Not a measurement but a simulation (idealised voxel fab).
Process module, titled voxel quadruple lines
Square cell edge 5 nm, section width 215 nm, ID cut.
Reading order for cross-sections: top band down to bottom band. Underlying form: a grid of square cells. Band size: one or more rows of cells. The entry gives the band's vertical extent as a top height and a bottom height in nm, then its horizontal make-up as materials from left to right, each with a width in nm. "blank" stands for empty space; a single material marked "full width" fills the band edge to edge. Counting heights begins at 0, where everything beneath is, in the wafer as received, one material. The lowest band has no bottom; it goes on downwards, as "0..down" shows. Think of "30->40" as a width that walks from the first number to the second as you go down the band, top row to bottom row, taking equal-sized steps from row to row. Reading "identical to before" for a step: not a cell of the cross-section changed in it. "Closed void entries" - sealed voids, min. 8 cells, no opening to top; format: width x height at distance (distance from left edge; nm throughout). That trailing text on a step's line, after the settings, is the simulator's own remark on the step. Among the settings permitted on a step's line is "overlay nm"; applied to a step with a mask, it specifies the extent to which the mask lay to the right of its planned position, whereas a negative figure signifies a position to the left.
BELOW IS THE LIST OF PLANNED PROCESS STEPS
- 1: RECEIVE [material Si]
- 2: CONFORMAL_DEP [material Al2O3] [thk nm 5]
- 3: DIRECTIONAL_DEP [material TiN] [thk nm 15]
- 4: DIRECTIONAL_DEP [material polySi] [thk nm 15]
- 5: DIRECTIONAL_DEP [material aC] [thk nm 20]
- 6: PATTERN [tone cover] [mask id MANDREL] [material resist] [width nm 20] [thk nm 30] [overlay nm 0]
- 7: DIRECTIONAL_ETCH [etch materials aC] [depth nm 20]
- 8: STRIP [etch materials resist]
- 9: CONFORMAL_DEP [material SiO2] [thk nm 10]
- 10: DIRECTIONAL_ETCH [etch materials SiO2] [depth nm 10]
- 11: STRIP [etch materials aC]
- 12: DIRECTIONAL_ETCH [etch materials polySi] [depth nm 15]
- 13: STRIP [etch materials SiO2]
- 14: CONFORMAL_DEP [material SiCN] [thk nm 5]
- 15: DIRECTIONAL_ETCH [etch materials SiCN] [depth nm 5]
- 16: STRIP [etch materials polySi]
- 17: DIRECTIONAL_ETCH [etch materials TiN] [depth nm 15]
- 18: STRIP [etch materials SiCN]
INCOMING WAFER, CROSS-SECTIONAL VIEW, POST STEP 1
- 0..down  Si full width
- Closed void entries: none
FIRST OF TWO WAFERS, END-OF-MODULE SECTION, RUN FOLLOWED PLAN
- 20..5  blank 80; TiN 5; blank 10; TiN 5; blank 10; TiN 5; blank 10; TiN 5; blank 85
- 5..0  Al2O3 full width
- 0..down  Si full width
- Closed void entries: none
NOW THE SECOND WAFER, CROSS-SECTIONED AT THE END OF THE MODULE. NOTHING DIFFERENT AT THE START, NOTHING DIFFERENT IN THE PLAN COMPARED WITH THE FIRST, JUST ONE MISTAKE WHEN IT WAS ACTUALLY RUN
- 35..20  polySi full width
- 20..5  TiN full width
- 5..0  Al2O3 full width
- 0..down  Si full width
- Closed void entries: none
What broke from the plan during processing? step 5 did not use the planned setting and instead ran as DIRECTIONAL_DEP [material SiCN] [thk nm 20]
Materials where the second wafer ends with more or fewer cells than the first: TiN +117, polySi +129
